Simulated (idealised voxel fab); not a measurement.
The name of this process module is voxel ribs on slabs.
Xsec cut, 165 nm wide, square cell size 5 nm.
Format of a cross-section: grid, square cells. Given as bands. Order: top down. Band: one or more rows of cells.
Band entry format. Leading values: height of top, height of bottom, nm. Remainder: materials in left-to-right order, each with its width in nm. Special words: "edge to edge" on a single material, which then fills the band edge to edge; "air", empty space.
The reference from which all heights are counted is 0, the level beneath which the as-received wafer is entirely one material; the lowest band, having no lower bound, proceeds downward and is written after the example "0 -> down".
Note: "30..40" means the width goes from the first number (top row of the band) to the second number (bottom row) in equal steps per row of cells.
When a step is marked "nothing was modified", none of the cells in the cross-section changed during that step.
What "Sealed void listing" gives you is every empty space of 8 cells or more that is cut off from the top. Each appears as width x height at distance, with the distance taken from the left edge and width, height and distance all in nm.
Whatever follows a step's settings on its line is a remark the simulator itself makes about that step.
The setting "overlay nm" may be written on the line of a step. When the step uses a mask, the value reports how far to the right of the planned place the mask lay, and a negative value reports that it lay to the left.
-- Process steps foreseen in the plan
- 1: RECEIVE,material Si
- 2: DIRECTIONAL_DEP,material SiO2,thk nm 20
- 3: DIRECTIONAL_DEP,material polySi,thk nm 20
- 4: PATTERN,tone cover,mask id RIB,material resist,width nm 15,thk nm 15,overlay nm 0
- 5: DIRECTIONAL_ETCH,etch materials polySi,depth nm 15
- 6: STRIP,etch materials resist
- 7: DIRECTIONAL_DEP,material aC,thk nm 15
- 8: PATTERN,tone cover,mask id SLAB,material resist,width nm 55,thk nm 30,overlay nm 0
- 9: DIRECTIONAL_ETCH,etch materials aC,depth nm 15
- 10: STRIP,etch materials resist
- 11: DIRECTIONAL_ETCH,etch materials polySi,depth nm 5
- 12: STRIP,etch materials aC
- 13: FILL_DEP,material SiO2,thk nm 30
- 14: CMP,height nm 60
- 15: DIRECTIONAL_DEP,material W,thk nm 5
- 16: DIRECTIONAL_DEP,material aC,thk nm 15
- 17: PATTERN,tone cover,mask id HEATER,material resist,width nm 25,thk nm 35,overlay nm 0
- 18: DIRECTIONAL_ETCH,etch materials aC,depth nm 15
- 19: STRIP,etch materials resist
- 20: DIRECTIONAL_ETCH,etch materials W,depth nm 5
- 21: STRIP,etch materials aC
- 22: CONFORMAL_DEP,material SiO2,thk nm 5
-- Wafer cross-section on receipt, i.e. after step 1
> 0 -> down | Si edge to edge
> Sealed void listing: none
-- Here's the cross-section of the first of our two wafers at the end of the module - it ran as planned
> 70 -> 65 | 65 of air, 35 of SiO2, 65 of air
> 65 -> 60 | 70 of SiO2, 25 of W, 70 of SiO2
> 60 -> 40 | SiO2 edge to edge
> 40 -> 25 | 75 of SiO2, 15 of polySi, 75 of SiO2
> 25 -> 20 | 55 of SiO2, 55 of polySi, 55 of SiO2
> 20 -> 0 | SiO2 edge to edge
> 0 -> down | Si edge to edge
> Sealed void listing: none
-- End-of-module cross-section of the second wafer: identical starting point and process plan to the first, with one processing mistake
> 70 -> 65 | 65 of air, 35 of SiO2, 65 of air
> 65 -> 60 | 70 of SiO2, 25 of W, 70 of SiO2
> 60 -> 35 | SiO2 edge to edge
> 35 -> 25 | 75 of SiO2, 15 of polySi, 75 of SiO2
> 25 -> 20 | 55 of SiO2, 55 of polySi, 55 of SiO2
> 20 -> 0 | SiO2 edge to edge
> 0 -> down | Si edge to edge
> Sealed void listing: none
Here's what went sideways: steps 6 and 7 traded places in the executed sequence
at the end the second wafer has, in cells: SiO2 +3, polySi -3
